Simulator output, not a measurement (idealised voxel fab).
process module | voxel gate over fins
cross-section cut | 205 nm wide | cells 5 nm
A cross-section is a grid of square cells, given in bands from the top down. A band is one or more rows of cells.
Each band's line starts with the height of the band's top and of its bottom, in nm. Then come its materials from left to right, each with its width in nm. One material with "throughout" fills the band from edge to edge. "air" is empty space.
Height 0 is the level under which the wafer as received is all one material. The lowest band goes on downwards, as in "0 down".
A width such as "30 to 40" changes by the same amount from each row of cells to the next, from the band's top row to its bottom row.
"no change" after a step means that no cell of the cross-section changed.
closed voids: empty space of 8 cells or more with no open way to the top, each as width x height at its distance from the left edge, in nm
after a step's settings: what the simulator itself notes on the step
overlay nm, on a step with a mask: how far to the right of its planned place the mask lay; to the left if negative
plan
1 op RECEIVE | material Si
2 op CONFORMAL_DEP | material SiN | thk nm 5
3 op PATTERN | tone cover | mask id FINS | material resist | width nm 15 | pitch nm 45 | thk nm 20 | overlay nm 0
4 op DIRECTIONAL_ETCH | etch materials SiN | depth nm 5
5 op DIRECTIONAL_ETCH | etch materials Si | depth nm 30
6 op STRIP | etch materials resist
7 op FILL_DEP | material SiO2 | thk nm 5
8 op CMP | height nm 5
9 op SELECTIVE_ETCH | etch materials SiO2 | depth nm 20
10 op STRIP | etch materials SiN
11 op CONFORMAL_DEP | material HfO2 | thk nm 5
12 op CONFORMAL_DEP | material TiN | thk nm 5
13 op CONFORMAL_DEP | material TiAl | thk nm 5
14 op CONFORMAL_DEP | material TiN | thk nm 5
15 op FILL_DEP | material W | thk nm 15
16 op CMP | height nm 30
17 op CONFORMAL_DEP | material SiN | thk nm 10
as received, after step 1
  0 down: Si throughout
  closed voids: none
a wafer at the end: this start, this plan, one mistake
  40 to 30: SiN throughout
  30 to 20: W throughout
  20 to 15: TiN throughout
  15 to 10: TiAl throughout
  10 to 5: TiN throughout
  5 to 0: HfO2 75 | TiN 5 | HfO2 40 | TiN 5 | HfO2 80
  0 to -10: Si 70 | HfO2 5 | TiN 5 | HfO2 5 | Si 30 | HfO2 5 | TiN 5 | HfO2 5 | Si 75
  -10 to -15: Si 70 | HfO2 15 | Si 30 | HfO2 15 | Si 75
  -15 to -30: Si 70 | SiO2 15 | Si 30 | SiO2 15 | Si 75
  -30 down: Si throughout
  closed voids: none
what went wrong: step 3 ran as: op PATTERN | tone open | mask id FINS | material resist | width nm 15 | pitch nm 45 | thk nm 20 | overlay nm 0
